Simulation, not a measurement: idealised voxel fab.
process module | voxel self aligned vias
We display cut, a cross-section 290 nm in width whose square cells are each 5 nm.
Cross-sections here: square-cell grids, written as top-down lists of bands, a band being one or more rows of cells.
Heads up on the band format: heights come first, top then bottom, in nm. After that it's the materials left to right, each with its width in nm. A single material flagged "full width" fills the whole band edge to edge, and "blank" means there's empty space there.
For the purposes of this specification, 0 denotes the height below which the wafer in its as-received condition is composed wholly of one material, and the lowermost band, lacking a lower limit, extends downward without end, as expressed in "0 and below".
Width: "30..40" (first number = top row, second number = bottom row, same change from row to row of cells).
Where the words "nothing was modified" appear for a step, the cross-section shows no cell changed by that step; every cell remained as before.
For the entry "Unvented voids", the listed items are empty spaces with no open way to the top whose size is 8 cells or more; each item follows the pattern width x height at distance, where distance is from the left edge and all three are in nm.
The remark found on a step's line after its settings is issued by the simulator itself and pertains to that step.
overlay nm: mask offset rightward from planned place, masked step; negative means leftward offset.
[The planned process steps are enumerated hereunder]
| 1 | RECEIVE,material Si |
| 2 | CONFORMAL_DEP,material SiO2,thk nm 10 |
| 3 | CONFORMAL_DEP,material SiCN,thk nm 5 |
| 4 | DIRECTIONAL_DEP,material lowk,thk nm 20 |
| 5 | MASKED_ETCH,tone open,mask id LINES,width nm 25,pitch nm 65,etch materials lowk,depth nm 20,overlay nm -15 |
| 6 | CONFORMAL_DEP,material TiN,thk nm 5 |
| 7 | FILL_DEP,material Ru,thk nm 10 |
| 8 | CMP,height nm 35 |
| 9 | SELECTIVE_ETCH,etch materials W Ru TiN,depth nm 5 |
| 10 | FILL_DEP,material SiN,thk nm 10 |
| 11 | CMP,height nm 35 |
| 12 | DIRECTIONAL_DEP,material lowk,thk nm 15 |
| 13 | DIRECTIONAL_DEP,material aC,thk nm 10 |
| 14 | PATTERN,tone open,mask id VIAS,material resist,width nm 45,pitch nm 65,thk nm 25,overlay nm 0 |
| 15 | DIRECTIONAL_ETCH,etch materials aC,depth nm 10 |
| 16 | STRIP,etch materials resist |
| 17 | DIRECTIONAL_ETCH,etch materials lowk,depth nm 15 |
| 18 | DIRECTIONAL_ETCH,etch materials SiN,depth nm 5 |
| 19 | STRIP,etch materials aC |
| 20 | CONFORMAL_DEP,material TiN,thk nm 5 |
| 21 | FILL_DEP,material Ru,thk nm 5 |
| 22 | CMP,height nm 50 |
| 23 | CONFORMAL_DEP,material SiCN,thk nm 5 |
Heads up: all these wafers start the same, and what changes between them is the overlay nm in step 5. The value you see in the plan is just what the first wafer got.
[Sectional view: first of several wafers, as received, after step 1]
0 and below | Si full width
Unvented voids: none
[each wafer at the end: cells of each material gained (+) or lost (-) since it was received, then its closed voids]
overlay nm -15; +44 Ru; +116 SiCN; +2 SiN; +116 SiO2; +48 TiN; +312 lowk; Unvented voids: none
overlay nm -10; +46 Ru; +116 SiCN; +116 SiO2; +48 TiN; +312 lowk; Unvented voids: none
overlay nm -5; +46 Ru; +116 SiCN; +116 SiO2; +48 TiN; +312 lowk; Unvented voids: none
overlay nm 0; +46 Ru; +116 SiCN; +116 SiO2; +48 TiN; +312 lowk; Unvented voids: none
overlay nm 5; +46 Ru; +116 SiCN; +116 SiO2; +48 TiN; +312 lowk; Unvented voids: none
overlay nm 10; +46 Ru; +116 SiCN; +116 SiO2; +48 TiN; +312 lowk; Unvented voids: none
overlay nm 15; +44 Ru; +116 SiCN; +2 SiN; +116 SiO2; +48 TiN; +312 lowk; Unvented voids: none
